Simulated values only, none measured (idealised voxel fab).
This is a process module. Its name is voxel self aligned vias.
Xsec cut, 285 nm wide, square cell size 5 nm.
For the purposes of this document, a cross-section shall be understood as a grid of square cells, specified as bands listed in top-to-bottom order, each band consisting of one or more rows of cells. Top, bottom (nm), then materials left to right with widths (nm); lone material tagged "edge to edge" fills the whole band edge to edge; "empty" = empty space. Heights are measured from 0, the level below which the as-received wafer is all one material; the lowest band has no bottom and continues downward, written as in "0 nm and below". With a width like "30->40", each row of cells in the band differs from the next by the same amount, the top row carrying the first number and the bottom row the second. Any step labelled "all unchanged" changed none of the cells in the cross-section. The list in "Closed cavities" covers empty spaces of 8 cells or more that cannot reach the top through any open way, and it gives each as width x height at distance; the distance is from the left edge, and width, height and distance are in nm. Text after the settings on a step's line: the simulator's own remark on that step. overlay nm: step with mask; distance mask lay right of planned place; negative value = left of planned place.
Here's what the planned process steps look like
1. RECEIVE,material Si
2. CONFORMAL_DEP,material SiO2,thk nm 10
3. CONFORMAL_DEP,material SiCN,thk nm 5
4. DIRECTIONAL_DEP,material lowk,thk nm 25
5. PATTERN,tone open,mask id LINES,material resist,width nm 25,pitch nm 70,thk nm 15,overlay nm 0
6. DIRECTIONAL_ETCH,etch materials lowk,depth nm 25
7. STRIP,etch materials resist
8. CONFORMAL_DEP,material TiN,thk nm 5
9. FILL_DEP,material Ru,thk nm 10
10. CMP,height nm 40
11. SELECTIVE_ETCH,etch materials W Ru TiN,depth nm 5
12. FILL_DEP,material SiN,thk nm 10
13. CMP,height nm 40
14. DIRECTIONAL_DEP,material lowk,thk nm 20
15. DIRECTIONAL_DEP,material aC,thk nm 15
16. PATTERN,tone open,mask id VIAS,material resist,width nm 45,pitch nm 70,thk nm 30,overlay nm 0
17. DIRECTIONAL_ETCH,etch materials aC,depth nm 15
18. STRIP,etch materials resist
19. DIRECTIONAL_ETCH,etch materials lowk,depth nm 20
20. DIRECTIONAL_ETCH,etch materials SiN,depth nm 5
21. STRIP,etch materials aC
22. CONFORMAL_DEP,material TiN,thk nm 5
23. FILL_DEP,material Cu,thk nm 10
24. CMP,height nm 60
25. CONFORMAL_DEP,material SiCN,thk nm 5
The first wafer of two, processed as planned
Here's what the wafer looked like in cross-section when it arrived - that's after step 1
0 nm and below: Si edge to edge
Closed cavities: none
You're looking at a cross-section of the wafer after step 2
10 nm to 0 nm: SiO2 edge to edge
Heights below 0 show no change.
You're looking at a cross-section of the wafer after step 3
15 nm to 10 nm: SiCN edge to edge
Heights below 10 show no change.
You're looking at a cross-section of the wafer after step 4
40 nm to 15 nm: lowk edge to edge
Heights below 15 show no change.
You're looking at a cross-section of the wafer after step 5
55 nm to 40 nm: resist (95), empty (25), resist (45), empty (25), resist (95)
Heights below 40 show no change.
You're looking at a cross-section of the wafer after step 6
55 nm to 40 nm: resist (95), empty (25), resist (45), empty (25), resist (95)
40 nm to 15 nm: lowk (95), empty (25), lowk (45), empty (25), lowk (95)
Heights below 15 show no change.
You're looking at a cross-section of the wafer after step 7
40 nm to 15 nm: lowk (95), empty (25), lowk (45), empty (25), lowk (95)
Heights below 15 show no change.
You're looking at a cross-section of the wafer after step 8
45 nm to 40 nm: TiN (100), empty (15), TiN (55), empty (15), TiN (100)
40 nm to 20 nm: lowk (95), TiN (5), empty (15), TiN (5), lowk (45), TiN (5), empty (15), TiN (5), lowk (95)
20 nm to 15 nm: lowk (95), TiN (25), lowk (45), TiN (25), lowk (95)
Heights below 15 show no change.
You're looking at a cross-section of the wafer after step 9
55 nm to 45 nm: Ru edge to edge
45 nm to 40 nm: TiN (100), Ru (15), TiN (55), Ru (15), TiN (100)
40 nm to 20 nm: lowk (95), TiN (5), Ru (15), TiN (5), lowk (45), TiN (5), Ru (15), TiN (5), lowk (95)
Heights below 20 show no change.
You're looking at a cross-section of the wafer after step 10
40 nm to 20 nm: lowk (95), TiN (5), Ru (15), TiN (5), lowk (45), TiN (5), Ru (15), TiN (5), lowk (95)
Heights below 20 show no change.
You're looking at a cross-section of the wafer after step 11
40 nm to 35 nm: lowk (95), empty (25), lowk (45), empty (25), lowk (95)
Heights below 35 show no change.
You're looking at a cross-section of the wafer after step 12
50 nm to 40 nm: SiN edge to edge
40 nm to 35 nm: lowk (95), SiN (25), lowk (45), SiN (25), lowk (95)
Heights below 35 show no change.
You're looking at a cross-section of the wafer after step 13
40 nm to 35 nm: lowk (95), SiN (25), lowk (45), SiN (25), lowk (95)
Heights below 35 show no change.
You're looking at a cross-section of the wafer after step 14
60 nm to 40 nm: lowk edge to edge
Heights below 40 show no change.
You're looking at a cross-section of the wafer after step 15
75 nm to 60 nm: aC edge to edge
Heights below 60 show no change.
You're looking at a cross-section of the wafer after step 16
105 nm to 75 nm: resist (85), empty (45), resist (25), empty (45), resist (85)
Heights below 75 show no change.
You're looking at a cross-section of the wafer after step 17
90 nm to 75 nm: resist (85), empty (45), resist (25), empty (45), resist (85)
75 nm to 60 nm: aC (85), empty (45), aC (25), empty (45), aC (85)
Heights below 60 show no change.
You're looking at a cross-section of the wafer after step 18
75 nm to 60 nm: aC (85), empty (45), aC (25), empty (45), aC (85)
Heights below 60 show no change.
You're looking at a cross-section of the wafer after step 19
75 nm to 60 nm: aC (85), empty (45), aC (25), empty (45), aC (85)
60 nm to 40 nm: lowk (85), empty (45), lowk (25), empty (45), lowk (85)
Heights below 40 show no change.
You're looking at a cross-section of the wafer after step 20
75 nm to 60 nm: aC (85), empty (45), aC (25), empty (45), aC (85)
60 nm to 40 nm: lowk (85), empty (45), lowk (25), empty (45), lowk (85)
40 nm to 35 nm: lowk (95), empty (25), lowk (45), empty (25), lowk (95)
Heights below 35 show no change.
You're looking at a cross-section of the wafer after step 21
60 nm to 40 nm: lowk (85), empty (45), lowk (25), empty (45), lowk (85)
Heights below 40 show no change.
You're looking at a cross-section of the wafer after step 22
65 nm to 60 nm: TiN (90), empty (35), TiN (35), empty (35), TiN (90)
60 nm to 45 nm: lowk (85), TiN (5), empty (35), TiN (5), lowk (25), TiN (5), empty (35), TiN (5), lowk (85)
45 nm to 40 nm: lowk (85), TiN (15), empty (15), TiN (15), lowk (25), TiN (15), empty (15), TiN (15), lowk (85)
40 nm to 35 nm: lowk (95), TiN (25), lowk (45), TiN (25), lowk (95)
Heights below 35 show no change.
You're looking at a cross-section of the wafer after step 23
75 nm to 65 nm: Cu edge to edge
65 nm to 60 nm: TiN (90), Cu (35), TiN (35), Cu (35), TiN (90)
60 nm to 45 nm: lowk (85), TiN (5), Cu (35), TiN (5), lowk (25), TiN (5), Cu (35), TiN (5), lowk (85)
45 nm to 40 nm: lowk (85), TiN (15), Cu (15), TiN (15), lowk (25), TiN (15), Cu (15), TiN (15), lowk (85)
Heights below 40 show no change.
You're looking at a cross-section of the wafer after step 24
60 nm to 45 nm: lowk (85), TiN (5), Cu (35), TiN (5), lowk (25), TiN (5), Cu (35), TiN (5), lowk (85)
Heights below 45 show no change.
You're looking at a cross-section of the wafer after step 25
65 nm to 60 nm: SiCN edge to edge
Heights below 60 show no change.
Wafer two: like wafer one in start and plan, but with one mistake in execution; identical up to and including step 15
Cross-section of the second wafer at the time step 16 of the plan should have ended
105 nm to 75 nm: empty (85), resist (45), empty (25), resist (45), empty (85)
Heights below 75 show no change.
Cross-section of the second wafer at the time step 17 of the plan should have ended
90 nm to 75 nm: empty (85), resist (45), empty (25), resist (45), empty (85)
75 nm to 60 nm: empty (85), aC (45), empty (25), aC (45), empty (85)
Heights below 60 show no change.
Cross-section of the second wafer at the time step 18 of the plan should have ended
75 nm to 60 nm: empty (85), aC (45), empty (25), aC (45), empty (85)
Heights below 60 show no change.
Cross-section of the second wafer at the time step 19 of the plan should have ended
75 nm to 60 nm: empty (85), aC (45), empty (25), aC (45), empty (85)
60 nm to 40 nm: empty (85), lowk (45), empty (25), lowk (45), empty (85)
Heights below 40 show no change.
Cross-section of the second wafer at the time step 20 of the plan should have ended: all unchanged
Cross-section of the second wafer at the time step 21 of the plan should have ended
60 nm to 40 nm: empty (85), lowk (45), empty (25), lowk (45), empty (85)
Heights below 40 show no change.
Cross-section of the second wafer at the time step 22 of the plan should have ended
65 nm to 60 nm: empty (80), TiN (55), empty (15), TiN (55), empty (80)
60 nm to 45 nm: empty (80), TiN (5), lowk (45), TiN (5), empty (15), TiN (5), lowk (45), TiN (5), empty (80)
45 nm to 40 nm: TiN (85), lowk (45), TiN (25), lowk (45), TiN (85)
Heights below 40 show no change.
Cross-section of the second wafer at the time step 23 of the plan should have ended
75 nm to 65 nm: Cu edge to edge
65 nm to 60 nm: Cu (80), TiN (55), Cu (15), TiN (55), Cu (80)
60 nm to 45 nm: Cu (80), TiN (5), lowk (45), TiN (5), Cu (15), TiN (5), lowk (45), TiN (5), Cu (80)
Heights below 45 show no change.
Cross-section of the second wafer at the time step 24 of the plan should have ended
60 nm to 45 nm: Cu (80), TiN (5), lowk (45), TiN (5), Cu (15), TiN (5), lowk (45), TiN (5), Cu (80)
Heights below 45 show no change.
Cross-section of the second wafer at the time step 25 of the plan should have ended
65 nm to 60 nm: SiCN edge to edge
Heights below 60 show no change.
It is concluded that the wafer was processed incorrectly with respect to the plan, in that off-plan run, step 16, actual operation and settings PATTERN,tone cover,mask id VIAS,material resist,width nm 45,pitch nm 70,thk nm 30,overlay nm 0
Bottom line after processing is that, in cells, the second wafer is up or down on some materials versus the first: Cu: 57 more; SiN: 10 more; TiN: 17 more; lowk: 84 fewer
